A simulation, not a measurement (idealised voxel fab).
Herein follows the process module entitled voxel capacitor over wiring.
The figure presents cross-section cut, which has a width of 290 nm and is divided into square cells with an edge length of 5 nm.
Cross-section layout: square cells on a grid; listed as bands, top to bottom; a band spans one or more cell rows. In this notation a band is specified by the heights of its top and bottom, in that order and in nm, after which its materials appear from left to right, each paired with its width in nm. The word "everywhere" attached to a single material means that material fills the band from edge to edge; the word "empty" stands for empty space. Note: height 0 marks the level under which the wafer is uniformly one material as received. Lowest band unbounded below, written "top 0, no bottom". It should be noted that a width expressed as "30->40" varies in equal increments from row to row of cells within the band, taking the value of the first number at the top row and that of the second number at the bottom row. Key: "all unchanged" - step with no changed cell in the cross-section. Basically, "Tabulated closed voids" tells you about the enclosed voids: empty spaces with no open way to the top, 8 cells or bigger, each written width x height at distance, where distance is from the left edge, all in nm. If you see something after the settings on a step's line, that's the simulator's own remark about that step. Among the settings permitted on a step's line is "overlay nm"; applied to a step with a mask, it specifies the extent to which the mask lay to the right of its planned position, whereas a negative figure signifies a position to the left.
The steps planned for the process are as follows
1. RECEIVE | material Si
2. CONFORMAL_DEP | material SiO2 | thk nm 10
3. CONFORMAL_DEP | material SiCN | thk nm 5
4. DIRECTIONAL_DEP | material SiO2 | thk nm 20
5. MASKED_ETCH | tone open | mask id METAL_1 | width nm 20 | pitch nm 80 | etch materials SiO2 | depth nm 20 | overlay nm 0
6. MASKED_ETCH | tone open | mask id METAL_1 | width nm 20 | pitch nm 80 | etch materials SiCN | depth nm 5 | overlay nm 0
7. CONFORMAL_DEP | material TiN | thk nm 5
8. FILL_DEP | material Cu | thk nm 5
9. CMP | height nm 35
10. EPI | material Ru | thk nm 5
11. FILL_DEP | material SiCN | thk nm 5
12. DIRECTIONAL_DEP | material lowk | thk nm 10
13. MASKED_ETCH | tone open | mask id PLUG_1 | width nm 15 | etch materials lowk | depth nm 10 | overlay nm 0
14. MASKED_ETCH | tone open | mask id PLUG_1 | width nm 15 | etch materials SiCN | depth nm 5 | overlay nm 0
15. CONFORMAL_DEP | material TiN | thk nm 5
16. FILL_DEP | material Ru | thk nm 5
17. CMP | height nm 55
18. DIRECTIONAL_DEP | material TiN | thk nm 5
19. DIRECTIONAL_DEP | material Al2O3 | thk nm 5
20. DIRECTIONAL_DEP | material TiN | thk nm 5
21. MASKED_ETCH | tone cover | mask id UPPER_PLATE | width nm 65 | etch materials TiN | depth nm 5 | overlay nm 0
22. MASKED_ETCH | tone cover | mask id UPPER_PLATE | width nm 65 | etch materials Al2O3 | depth nm 5 | overlay nm 0
23. MASKED_ETCH | tone cover | mask id LOWER_PLATE | width nm 75 | etch materials TiN | depth nm 5 | overlay nm 0
24. FILL_DEP | material SiO2 | thk nm 15
25. CMP | height nm 80
26. MASKED_ETCH | tone open | mask id PLUG_2 | width nm 15 | etch materials SiO2 | depth nm 10 | overlay nm 0
27. CONFORMAL_DEP | material TiN | thk nm 5
28. FILL_DEP | material Cu | thk nm 5
29. CMP | height nm 80
30. CONFORMAL_DEP | material SiN | thk nm 5
First of two wafers: run as planned
Step 1 complete: cross-section of the wafer as received
  top 0, no bottom | Si everywhere
  Tabulated closed voids: none
So this is the wafer cross-section right after step 2
  top 10, bottom 0 | SiO2 everywhere
  Lower than 0, everything is as it was.
So this is the wafer cross-section right after step 3
  top 15, bottom 10 | SiCN everywhere
  Lower than 10, everything is as it was.
So this is the wafer cross-section right after step 4
  top 35, bottom 15 | SiO2 everywhere
  Lower than 15, everything is as it was.
So this is the wafer cross-section right after step 5
  top 35, bottom 15 | SiO2=95, then empty=20, then SiO2=60, then empty=20, then SiO2=95
  Lower than 15, everything is as it was.
So this is the wafer cross-section right after step 6
  top 35, bottom 15 | SiO2=95, then empty=20, then SiO2=60, then empty=20, then SiO2=95
  top 15, bottom 10 | SiCN=95, then empty=20, then SiCN=60, then empty=20, then SiCN=95
  Lower than 10, everything is as it was.
So this is the wafer cross-section right after step 7
  top 40, bottom 35 | TiN=100, then empty=10, then TiN=70, then empty=10, then TiN=100
  top 35, bottom 15 | SiO2=95, then TiN=5, then empty=10, then TiN=5, then SiO2=60, then TiN=5, then empty=10, then TiN=5, then SiO2=95
  top 15, bottom 10 | SiCN=95, then TiN=20, then SiCN=60, then TiN=20, then SiCN=95
  Lower than 10, everything is as it was.
So this is the wafer cross-section right after step 8
  top 45, bottom 40 | Cu everywhere
  top 40, bottom 35 | TiN=100, then Cu=10, then TiN=70, then Cu=10, then TiN=100
  top 35, bottom 15 | SiO2=95, then TiN=5, then Cu=10, then TiN=5, then SiO2=60, then TiN=5, then Cu=10, then TiN=5, then SiO2=95
  Lower than 15, everything is as it was.
So this is the wafer cross-section right after step 9
  top 35, bottom 15 | SiO2=95, then TiN=5, then Cu=10, then TiN=5, then SiO2=60, then TiN=5, then Cu=10, then TiN=5, then SiO2=95
  Lower than 15, everything is as it was.
So this is the wafer cross-section right after step 10
  top 40, bottom 35 | empty=90, then Ru=30, then empty=50, then Ru=30, then empty=90
  Lower than 35, everything is as it was.
So this is the wafer cross-section right after step 11
  top 45, bottom 40 | SiCN everywhere
  top 40, bottom 35 | SiCN=90, then Ru=30, then SiCN=50, then Ru=30, then SiCN=90
  Lower than 35, everything is as it was.
So this is the wafer cross-section right after step 12
  top 55, bottom 45 | lowk everywhere
  Lower than 45, everything is as it was.
So this is the wafer cross-section right after step 13
  top 55, bottom 45 | lowk=100, then empty=15, then lowk=175
  Lower than 45, everything is as it was.
So this is the wafer cross-section right after step 14
  top 55, bottom 45 | lowk=100, then empty=15, then lowk=175
  top 45, bottom 40 | SiCN=100, then empty=15, then SiCN=175
  Lower than 40, everything is as it was.
So this is the wafer cross-section right after step 15
  top 60, bottom 55 | TiN=105, then empty=5, then TiN=180
  top 55, bottom 45 | lowk=100, then TiN=5, then empty=5, then TiN=5, then lowk=175
  top 45, bottom 40 | SiCN=100, then TiN=15, then SiCN=175
  Lower than 40, everything is as it was.
So this is the wafer cross-section right after step 16
  top 65, bottom 60 | Ru everywhere
  top 60, bottom 55 | TiN=105, then Ru=5, then TiN=180
  top 55, bottom 45 | lowk=100, then TiN=5, then Ru=5, then TiN=5, then lowk=175
  Lower than 45, everything is as it was.
So this is the wafer cross-section right after step 17
  top 55, bottom 45 | lowk=100, then TiN=5, then Ru=5, then TiN=5, then lowk=175
  Lower than 45, everything is as it was.
So this is the wafer cross-section right after step 18
  top 60, bottom 55 | TiN everywhere
  Lower than 55, everything is as it was.
So this is the wafer cross-section right after step 19
  top 65, bottom 60 | Al2O3 everywhere
  Lower than 60, everything is as it was.
So this is the wafer cross-section right after step 20
  top 70, bottom 65 | TiN everywhere
  Lower than 65, everything is as it was.
So this is the wafer cross-section right after step 21
  top 70, bottom 65 | empty=100, then TiN=65, then empty=125
  Lower than 65, everything is as it was.
So this is the wafer cross-section right after step 22
  top 70, bottom 65 | empty=100, then TiN=65, then empty=125
  top 65, bottom 60 | empty=100, then Al2O3=65, then empty=125
  Lower than 60, everything is as it was.
So this is the wafer cross-section right after step 23
  top 70, bottom 65 | empty=100, then TiN=65, then empty=125
  top 65, bottom 60 | empty=100, then Al2O3=65, then empty=125
  top 60, bottom 55 | empty=95, then TiN=75, then empty=120
  Lower than 55, everything is as it was.
So this is the wafer cross-section right after step 24
  top 85, bottom 70 | SiO2 everywhere
  top 70, bottom 65 | SiO2=100, then TiN=65, then SiO2=125
  top 65, bottom 60 | SiO2=100, then Al2O3=65, then SiO2=125
  top 60, bottom 55 | SiO2=95, then TiN=75, then SiO2=120
  Lower than 55, everything is as it was.
So this is the wafer cross-section right after step 25
  top 80, bottom 70 | SiO2 everywhere
  Lower than 70, everything is as it was.
So this is the wafer cross-section right after step 26
  top 80, bottom 70 | SiO2=110, then empty=15, then SiO2=165
  Lower than 70, everything is as it was.
So this is the wafer cross-section right after step 27
  top 85, bottom 80 | TiN=115, then empty=5, then TiN=170
  top 80, bottom 75 | SiO2=110, then TiN=5, then empty=5, then TiN=5, then SiO2=165
  top 75, bottom 65 | SiO2=110->100, then TiN=15->65, then SiO2=165->125
  Lower than 65, everything is as it was.
So this is the wafer cross-section right after step 28
  top 90, bottom 85 | Cu everywhere
  top 85, bottom 80 | TiN=115, then Cu=5, then TiN=170
  top 80, bottom 75 | SiO2=110, then TiN=5, then Cu=5, then TiN=5, then SiO2=165
  Lower than 75, everything is as it was.
So this is the wafer cross-section right after step 29
  top 80, bottom 75 | SiO2=110, then TiN=5, then Cu=5, then TiN=5, then SiO2=165
  Lower than 75, everything is as it was.
So this is the wafer cross-section right after step 30
  top 85, bottom 80 | SiN everywhere
  Lower than 80, everything is as it was.
What follows concerns the second wafer, which started out like the first and was meant to follow the very same plan; one mistake crept in when it was run, but everything up to and including step 20 is the same as for the first wafer
X-section, second wafer, when step 21 was due to finish
  top 70, bottom 65 | TiN=100, then empty=65, then TiN=125
  Lower than 65, everything is as it was.
X-section, second wafer, when step 22 was due to finish: all unchanged
X-section, second wafer, when step 23 was due to finish
  top 70, bottom 65 | empty=95, then TiN=5, then empty=65, then TiN=5, then empty=120
  Lower than 65, everything is as it was.
X-section, second wafer, when step 24 was due to finish
  top 85, bottom 70 | SiO2 everywhere
  top 70, bottom 65 | SiO2=95, then TiN=5, then SiO2=65, then TiN=5, then SiO2=120
  Lower than 65, everything is as it was.
X-section, second wafer, when step 25 was due to finish
  top 80, bottom 70 | SiO2 everywhere
  Lower than 70, everything is as it was.
X-section, second wafer, when step 26 was due to finish
  top 80, bottom 70 | SiO2=110, then empty=15, then SiO2=165
  Lower than 70, everything is as it was.
X-section, second wafer, when step 27 was due to finish
  top 85, bottom 80 | TiN=115, then empty=5, then TiN=170
  top 80, bottom 75 | SiO2=110, then TiN=5, then empty=5, then TiN=5, then SiO2=165
  top 75, bottom 70 | SiO2=110, then TiN=15, then SiO2=165
  Lower than 70, everything is as it was.
X-section, second wafer, when step 28 was due to finish
  top 90, bottom 85 | Cu everywhere
  top 85, bottom 80 | TiN=115, then Cu=5, then TiN=170
  top 80, bottom 75 | SiO2=110, then TiN=5, then Cu=5, then TiN=5, then SiO2=165
  Lower than 75, everything is as it was.
X-section, second wafer, when step 29 was due to finish
  top 80, bottom 75 | SiO2=110, then TiN=5, then Cu=5, then TiN=5, then SiO2=165
  Lower than 75, everything is as it was.
X-section, second wafer, when step 30 was due to finish
  top 85, bottom 80 | SiN everywhere
  Lower than 80, everything is as it was.
In executing the process, a mistake was made relative to the plan: the process deviated at step 21: the operation and settings actually run there were MASKED_ETCH | tone open | mask id UPPER_PLATE | width nm 65 | etch materials TiN | depth nm 5 | overlay nm 0
Counted in cells at the end, the second wafer holds more or fewer of these materials than the first: Al2O3: 45 more; SiO2: 77 fewer; TiN: 32 more
